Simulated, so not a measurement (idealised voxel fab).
The following process module bears the name voxel double patterning.
The figure presents cross-section cut, which has a width of 260 nm and is divided into square cells with an edge length of 5 nm.
Just so we're on the same page, the cross-sections are grids of square cells, and they're listed out in bands top to bottom, each band one or more rows deep. Band entry format. Leading values: height of top, height of bottom, nm. Remainder: materials in left-to-right order, each with its width in nm. Special words: "throughout" on a single material, which then fills the band edge to edge; "air", empty space. A quick word on heights: they are counted from 0, and under that level the wafer as it came to us is one material throughout. The lowest band is different from the rest in having no bottom; it simply continues downward, written as in "top 0, no bottom". Think of "30->40" as a width that walks from the first number to the second as you go down the band, top row to bottom row, taking equal-sized steps from row to row. When a step is marked "no alterations made", none of the cells in the cross-section changed during that step. The entry titled "Sealed void listing" provides the empty spaces that have no open way to the top, restricted to those of 8 cells or more. Each is presented as width x height at distance, the distance being measured from the left edge, with all three in nm. Where a step's line continues beyond its settings, the continuation is a remark by the simulator itself on that step. Each step line may optionally specify "overlay nm", which for a step with a mask gives the rightward distance between the mask's planned place and where it lay, a negative value indicating the leftward direction.

Set out below are the planned steps of the process:
1,RECEIVE (material Si)
2,CONFORMAL_DEP (material SiO2; thk nm 5)
3,DIRECTIONAL_DEP (material TiN; thk nm 15)
4,DIRECTIONAL_DEP (material SiCN; thk nm 10)
5,MASKED_ETCH (tone open; mask id FIRST; width nm 15; pitch nm 50; etch materials SiCN; depth nm 10; overlay nm 0)
6,MASKED_ETCH (tone open; mask id SECOND; width nm 15; pitch nm 50; etch materials SiCN; depth nm 10; overlay nm 0)
7,DIRECTIONAL_ETCH (etch materials TiN; depth nm 15)
8,STRIP (etch materials SiCN)

The first wafer of two, processed as planned:

Delivered wafer in cross-section: state after step 1:
> top 0, no bottom = Si throughout
> Sealed void listing: none

Presented here is a cross-section of the wafer after step 2 has been performed:
> top 5, bottom 0 = SiO2 throughout
> All layers under 0 are left as they were.

Presented here is a cross-section of the wafer after step 3 has been performed:
> top 20, bottom 5 = TiN throughout
> All layers under 5 are left as they were.

Presented here is a cross-section of the wafer after step 4 has been performed:
> top 30, bottom 20 = SiCN throughout
> All layers under 20 are left as they were.

Presented here is a cross-section of the wafer after step 5 has been performed:
> top 30, bottom 20 = 70 of SiCN / 15 of air / 35 of SiCN / 15 of air / 35 of SiCN / 15 of air / 75 of SiCN
> All layers under 20 are left as they were.

Presented here is a cross-section of the wafer after step 6 has been performed:
> top 30, bottom 20 = 70 of SiCN / 15 of air / 10 of SiCN / 15 of air / 10 of SiCN / 15 of air / 10 of SiCN / 15 of air / 10 of SiCN / 15 of air / 75 of SiCN
> All layers under 20 are left as they were.

Presented here is a cross-section of the wafer after step 7 has been performed:
> top 30, bottom 20 = 70 of SiCN / 15 of air / 10 of SiCN / 15 of air / 10 of SiCN / 15 of air / 10 of SiCN / 15 of air / 10 of SiCN / 15 of air / 75 of SiCN
> top 20, bottom 5 = 70 of TiN / 15 of air / 10 of TiN / 15 of air / 10 of TiN / 15 of air / 10 of TiN / 15 of air / 10 of TiN / 15 of air / 75 of TiN
> All layers under 5 are left as they were.

Presented here is a cross-section of the wafer after step 8 has been performed:
> top 20, bottom 5 = 70 of TiN / 15 of air / 10 of TiN / 15 of air / 10 of TiN / 15 of air / 10 of TiN / 15 of air / 10 of TiN / 15 of air / 75 of TiN
> All layers under 5 are left as they were.

Wafer two. Same start, same plan, one slip in execution. Same as wafer one through step 2, inclusive:

Second wafer, section view, time point: scheduled end of step 3:
> top 20, bottom 0 = SiO2 throughout
> All layers under 0 are left as they were.

Second wafer, section view, time point: scheduled end of step 4:
> top 30, bottom 20 = SiCN throughout
> All layers under 20 are left as they were.

Second wafer, section view, time point: scheduled end of step 5:
> top 30, bottom 20 = 70 of SiCN / 15 of air / 35 of SiCN / 15 of air / 35 of SiCN / 15 of air / 75 of SiCN
> All layers under 20 are left as they were.

Second wafer, section view, time point: scheduled end of step 6:
> top 30, bottom 20 = 70 of SiCN / 15 of air / 10 of SiCN / 15 of air / 10 of SiCN / 15 of air / 10 of SiCN / 15 of air / 10 of SiCN / 15 of air / 75 of SiCN
> All layers under 20 are left as they were.

Second wafer, section view, time point: scheduled end of step 7: no alterations made

Second wafer, section view, time point: scheduled end of step 8:
> top 20, bottom 0 = SiO2 throughout
> All layers under 0 are left as they were.
The plan and the run diverged here: step 3 off recipe, ran as DIRECTIONAL_DEP (material SiO2; thk nm 15)
The final cell counts differ between the wafers, with the second having more or fewer of some materials than the first: SiO2: 156 more | TiN: 111 fewer
